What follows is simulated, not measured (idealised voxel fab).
Proc. module: voxel ribs on slabs
Displayed cross-section: cut, width of 190 nm, square cells sized 5 nm.
For the purposes of this document, a cross-section shall be understood as a grid of square cells, specified as bands listed in top-to-bottom order, each band consisting of one or more rows of cells. Top, bottom (nm), then materials left to right with widths (nm); lone material tagged "throughout" fills the whole band edge to edge; "air" = empty space. Heights are measured from 0, the level below which the as-received wafer is all one material; the lowest band has no bottom and continues downward, written as in "0 nm and below". Quick explanation for "30->40": the width changes in equal steps down the rows of cells, from the first number in the band's top row to the second number in its bottom row. "same as before" after a step means that no cell of the cross-section changed. You'll see "Enclosed empty spaces" listing empty spaces that have no way open to the top, as long as they're 8 cells or more; the notation is width x height at distance, where the distance is from the left edge, and all of it is in nm. That trailing text on a step's line, after the settings, is the simulator's own remark on the step. If you see "overlay nm" on a step's line and that step has a mask, it's telling you how far right of where it was planned the mask ended up; a negative number means it went left instead.

## Process steps (planned)
1. RECEIVE,material Si
2. DIRECTIONAL_DEP,material SiO2,thk nm 20
3. DIRECTIONAL_DEP,material SiN,thk nm 20
4. DIRECTIONAL_DEP,material aC,thk nm 15
5. PATTERN,tone cover,mask id RIB,material resist,width nm 20,thk nm 30,overlay nm 0
6. DIRECTIONAL_ETCH,etch materials aC,depth nm 15
7. STRIP,etch materials resist
8. DIRECTIONAL_ETCH,etch materials SiN,depth nm 10
9. STRIP,etch materials aC
10. PATTERN,tone cover,mask id SLAB,material resist,width nm 70,thk nm 15,overlay nm 0
11. DIRECTIONAL_ETCH,etch materials SiN,depth nm 10
12. STRIP,etch materials resist
13. FILL_DEP,material SiO2,thk nm 30
14. CMP,height nm 60
15. DIRECTIONAL_DEP,material W,thk nm 5
16. DIRECTIONAL_DEP,material aC,thk nm 15
17. PATTERN,tone cover,mask id HEATER,material resist,width nm 30,thk nm 30,overlay nm 0
18. DIRECTIONAL_ETCH,etch materials aC,depth nm 15
19. STRIP,etch materials resist
20. DIRECTIONAL_ETCH,etch materials W,depth nm 5
21. STRIP,etch materials aC
22. CONFORMAL_DEP,material SiN,thk nm 5

## The cross-section here shows the wafer as received, i.e. in its state after step 1
0 nm and below = Si throughout
Enclosed empty spaces: none

## Cross-section taken at module completion on the first of two wafers; processed per the plan
70 nm to 65 nm = air (75), SiN (40), air (75)
65 nm to 60 nm = SiN (80), W (30), SiN (80)
60 nm to 40 nm = SiO2 throughout
40 nm to 30 nm = SiO2 (85), SiN (20), SiO2 (85)
30 nm to 20 nm = SiO2 (60), SiN (70), SiO2 (60)
20 nm to 0 nm = SiO2 throughout
0 nm and below = Si throughout
Enclosed empty spaces: none

## second wafer at the end: like start, like plan, one mistake
70 nm to 65 nm = air (75), SiN (40), air (75)
65 nm to 60 nm = SiN (80), W (30), SiN (80)
60 nm to 40 nm = SiO2 throughout
40 nm to 30 nm = SiO2 (85), SiN (20), SiO2 (85)
30 nm to 20 nm = SiO2 (65), SiN (70), SiO2 (55)
20 nm to 0 nm = SiO2 throughout
0 nm and below = Si throughout
Enclosed empty spaces: none
Heads up, the wafer didn't run the way we planned it: step 10: run off-plan, actual operation and settings PATTERN,tone cover,mask id SLAB,material resist,width nm 70,thk nm 15,overlay nm 5
By the end, you'd get the same cell count for each material on either wafer, but the second wafer puts them somewhere else.
